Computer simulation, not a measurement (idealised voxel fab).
process module | voxel quadruple lines
cross-section cut | 170 nm wide | cells 5 nm
A cross-section is a grid of square cells, given in bands from the top down. A band is one or more rows of cells.
Each band's line starts with the height of the band's top and of its bottom, in nm. Then come its materials from left to right, each with its width in nm. One material with "throughout" fills the band from edge to edge. "air" is empty space.
Height 0 is the level under which the wafer as received is all one material. The lowest band goes on downwards, as in "0 down".
A width such as "30 to 40" changes by the same amount from each row of cells to the next, from the band's top row to its bottom row.
"no change" after a step means that no cell of the cross-section changed.
closed voids: empty space of 8 cells or more with no open way to the top, each as width x height at its distance from the left edge, in nm
after a step's settings: what the simulator itself notes on the step
overlay nm, on a step with a mask: how far to the right of its planned place the mask lay; to the left if negative
plan
1 op RECEIVE | material Si
2 op CONFORMAL_DEP | material Al2O3 | thk nm 5
3 op DIRECTIONAL_DEP | material W | thk nm 10
4 op DIRECTIONAL_DEP | material polySi | thk nm 15
5 op DIRECTIONAL_DEP | material aC | thk nm 20
6 op PATTERN | tone cover | mask id MANDREL | material resist | width nm 20 | pitch nm 60 | thk nm 30 | overlay nm 0
7 op DIRECTIONAL_ETCH | etch materials aC | depth nm 20
8 op STRIP | etch materials resist
9 op CONFORMAL_DEP | material SiO2 | thk nm 10
10 op DIRECTIONAL_ETCH | etch materials SiO2 | depth nm 10
11 op STRIP | etch materials aC
12 op DIRECTIONAL_ETCH | etch materials polySi | depth nm 15
13 op STRIP | etch materials SiO2
14 op CONFORMAL_DEP | material SiCN | thk nm 5
15 op DIRECTIONAL_ETCH | etch materials SiCN | depth nm 5
16 op STRIP | etch materials polySi
17 op DIRECTIONAL_ETCH | etch materials W | depth nm 10
18 op STRIP | etch materials SiCN
19 op FILL_DEP | material SiO2 | thk nm 10
20 op CMP | height nm 15
first wafer, as planned
as received, after step 1
  0 down: Si throughout
  closed voids: none
after step 2
  5 to 0: Al2O3 throughout
  below 0: unchanged
after step 3
  15 to 5: W throughout
  below 5: unchanged
after step 4
  30 to 15: polySi throughout
  below 15: unchanged
after step 5
  50 to 30: aC throughout
  below 30: unchanged
after step 6
  80 to 50: air 45 | resist 20 | air 40 | resist 20 | air 45
  below 50: unchanged
after step 7
  60 to 50: air 45 | resist 20 | air 40 | resist 20 | air 45
  50 to 30: air 45 | aC 20 | air 40 | aC 20 | air 45
  below 30: unchanged
after step 8
  50 to 30: air 45 | aC 20 | air 40 | aC 20 | air 45
  below 30: unchanged
after step 9
  60 to 50: air 35 | SiO2 40 | air 20 | SiO2 40 | air 35
  50 to 40: air 35 | SiO2 10 | aC 20 | SiO2 10 | air 20 | SiO2 10 | aC 20 | SiO2 10 | air 35
  40 to 30: SiO2 45 | aC 20 | SiO2 40 | aC 20 | SiO2 45
  below 30: unchanged
after step 10
  50 to 30: air 35 | SiO2 10 | aC 20 | SiO2 10 | air 20 | SiO2 10 | aC 20 | SiO2 10 | air 35
  below 30: unchanged
after step 11
  50 to 30: air 35 | SiO2 10 | air 20 | SiO2 10 | air 20 | SiO2 10 | air 20 | SiO2 10 | air 35
  below 30: unchanged
after step 12
  50 to 30: air 35 | SiO2 10 | air 20 | SiO2 10 | air 20 | SiO2 10 | air 20 | SiO2 10 | air 35
  30 to 15: air 35 | polySi 10 | air 20 | polySi 10 | air 20 | polySi 10 | air 20 | polySi 10 | air 35
  below 15: unchanged
after step 13
  30 to 15: air 35 | polySi 10 | air 20 | polySi 10 | air 20 | polySi 10 | air 20 | polySi 10 | air 35
  below 15: unchanged
after step 14
  35 to 30: air 30 | SiCN 20 | air 10 | SiCN 20 | air 10 | SiCN 20 | air 10 | SiCN 20 | air 30
  30 to 20: air 30 | SiCN 5 | polySi 10 | SiCN 5 | air 10 | SiCN 5 | polySi 10 | SiCN 5 | air 10 | SiCN 5 | polySi 10 | SiCN 5 | air 10 | SiCN 5 | polySi 10 | SiCN 5 | air 30
  20 to 15: SiCN 35 | polySi 10 | SiCN 20 | polySi 10 | SiCN 20 | polySi 10 | SiCN 20 | polySi 10 | SiCN 35
  below 15: unchanged
after step 15
  30 to 15: air 30 | SiCN 5 | polySi 10 | SiCN 5 | air 10 | SiCN 5 | polySi 10 | SiCN 5 | air 10 | SiCN 5 | polySi 10 | SiCN 5 | air 10 | SiCN 5 | polySi 10 | SiCN 5 | air 30
  below 15: unchanged
after step 16
  30 to 15: air 30 | SiCN 5 | air 10 | SiCN 5 | air 10 | SiCN 5 | air 10 | SiCN 5 | air 10 | SiCN 5 | air 10 | SiCN 5 | air 10 | SiCN 5 | air 10 | SiCN 5 | air 30
  below 15: unchanged
after step 17
  30 to 15: air 30 | SiCN 5 | air 10 | SiCN 5 | air 10 | SiCN 5 | air 10 | SiCN 5 | air 10 | SiCN 5 | air 10 | SiCN 5 | air 10 | SiCN 5 | air 10 | SiCN 5 | air 30
  15 to 5: air 30 | W 5 | air 10 | W 5 | air 10 | W 5 | air 10 | W 5 | air 10 | W 5 | air 10 | W 5 | air 10 | W 5 | air 10 | W 5 | air 30
  below 5: unchanged
after step 18
  15 to 5: air 30 | W 5 | air 10 | W 5 | air 10 | W 5 | air 10 | W 5 | air 10 | W 5 | air 10 | W 5 | air 10 | W 5 | air 10 | W 5 | air 30
  below 5: unchanged
after step 19
  25 to 15: SiO2 throughout
  15 to 5: SiO2 30 | W 5 | SiO2 10 | W 5 | SiO2 10 | W 5 | SiO2 10 | W 5 | SiO2 10 | W 5 | SiO2 10 | W 5 | SiO2 10 | W 5 | SiO2 10 | W 5 | SiO2 30
  below 5: unchanged
after step 20
  15 to 5: SiO2 30 | W 5 | SiO2 10 | W 5 | SiO2 10 | W 5 | SiO2 10 | W 5 | SiO2 10 | W 5 | SiO2 10 | W 5 | SiO2 10 | W 5 | SiO2 10 | W 5 | SiO2 30
  below 5: unchanged
second wafer: like start, like plan, one mistake. Through step 1 it matches the first wafer
when step 2 should have ended: no change
when step 3 should have ended
  10 to 0: W throughout
  below 0: unchanged
when step 4 should have ended
  25 to 10: polySi throughout
  below 10: unchanged
when step 5 should have ended
  45 to 25: aC throughout
  below 25: unchanged
when step 6 should have ended
  75 to 45: air 45 | resist 20 | air 40 | resist 20 | air 45
  below 45: unchanged
when step 7 should have ended
  55 to 45: air 45 | resist 20 | air 40 | resist 20 | air 45
  45 to 25: air 45 | aC 20 | air 40 | aC 20 | air 45
  below 25: unchanged
when step 8 should have ended
  45 to 25: air 45 | aC 20 | air 40 | aC 20 | air 45
  below 25: unchanged
when step 9 should have ended
  55 to 45: air 35 | SiO2 40 | air 20 | SiO2 40 | air 35
  45 to 35: air 35 | SiO2 10 | aC 20 | SiO2 10 | air 20 | SiO2 10 | aC 20 | SiO2 10 | air 35
  35 to 25: SiO2 45 | aC 20 | SiO2 40 | aC 20 | SiO2 45
  below 25: unchanged
when step 10 should have ended
  45 to 25: air 35 | SiO2 10 | aC 20 | SiO2 10 | air 20 | SiO2 10 | aC 20 | SiO2 10 | air 35
  below 25: unchanged
when step 11 should have ended
  45 to 25: air 35 | SiO2 10 | air 20 | SiO2 10 | air 20 | SiO2 10 | air 20 | SiO2 10 | air 35
  below 25: unchanged
when step 12 should have ended
  45 to 25: air 35 | SiO2 10 | air 20 | SiO2 10 | air 20 | SiO2 10 | air 20 | SiO2 10 | air 35
  25 to 10: air 35 | polySi 10 | air 20 | polySi 10 | air 20 | polySi 10 | air 20 | polySi 10 | air 35
  below 10: unchanged
when step 13 should have ended
  25 to 10: air 35 | polySi 10 | air 20 | polySi 10 | air 20 | polySi 10 | air 20 | polySi 10 | air 35
  below 10: unchanged
when step 14 should have ended
  30 to 25: air 30 | SiCN 20 | air 10 | SiCN 20 | air 10 | SiCN 20 | air 10 | SiCN 20 | air 30
  25 to 15: air 30 | SiCN 5 | polySi 10 | SiCN 5 | air 10 | SiCN 5 | polySi 10 | SiCN 5 | air 10 | SiCN 5 | polySi 10 | SiCN 5 | air 10 | SiCN 5 | polySi 10 | SiCN 5 | air 30
  15 to 10: SiCN 35 | polySi 10 | SiCN 20 | polySi 10 | SiCN 20 | polySi 10 | SiCN 20 | polySi 10 | SiCN 35
  below 10: unchanged
when step 15 should have ended
  25 to 10: air 30 | SiCN 5 | polySi 10 | SiCN 5 | air 10 | SiCN 5 | polySi 10 | SiCN 5 | air 10 | SiCN 5 | polySi 10 | SiCN 5 | air 10 | SiCN 5 | polySi 10 | SiCN 5 | air 30
  below 10: unchanged
when step 16 should have ended
  25 to 10: air 30 | SiCN 5 | air 10 | SiCN 5 | air 10 | SiCN 5 | air 10 | SiCN 5 | air 10 | SiCN 5 | air 10 | SiCN 5 | air 10 | SiCN 5 | air 10 | SiCN 5 | air 30
  below 10: unchanged
when step 17 should have ended
  25 to 10: air 30 | SiCN 5 | air 10 | SiCN 5 | air 10 | SiCN 5 | air 10 | SiCN 5 | air 10 | SiCN 5 | air 10 | SiCN 5 | air 10 | SiCN 5 | air 10 | SiCN 5 | air 30
  10 to 0: air 30 | W 5 | air 10 | W 5 | air 10 | W 5 | air 10 | W 5 | air 10 | W 5 | air 10 | W 5 | air 10 | W 5 | air 10 | W 5 | air 30
  below 0: unchanged
when step 18 should have ended
  10 to 0: air 30 | W 5 | air 10 | W 5 | air 10 | W 5 | air 10 | W 5 | air 10 | W 5 | air 10 | W 5 | air 10 | W 5 | air 10 | W 5 | air 30
  below 0: unchanged
when step 19 should have ended
  20 to 10: SiO2 throughout
  10 to 0: SiO2 30 | W 5 | SiO2 10 | W 5 | SiO2 10 | W 5 | SiO2 10 | W 5 | SiO2 10 | W 5 | SiO2 10 | W 5 | SiO2 10 | W 5 | SiO2 10 | W 5 | SiO2 30
  below 0: unchanged
when step 20 should have ended
  15 to 10: SiO2 throughout
  below 10: unchanged
what went wrong: step 2 was left out
at the end the second wafer has, in cells: 34 fewer of Al2O3 | 34 more of SiO2
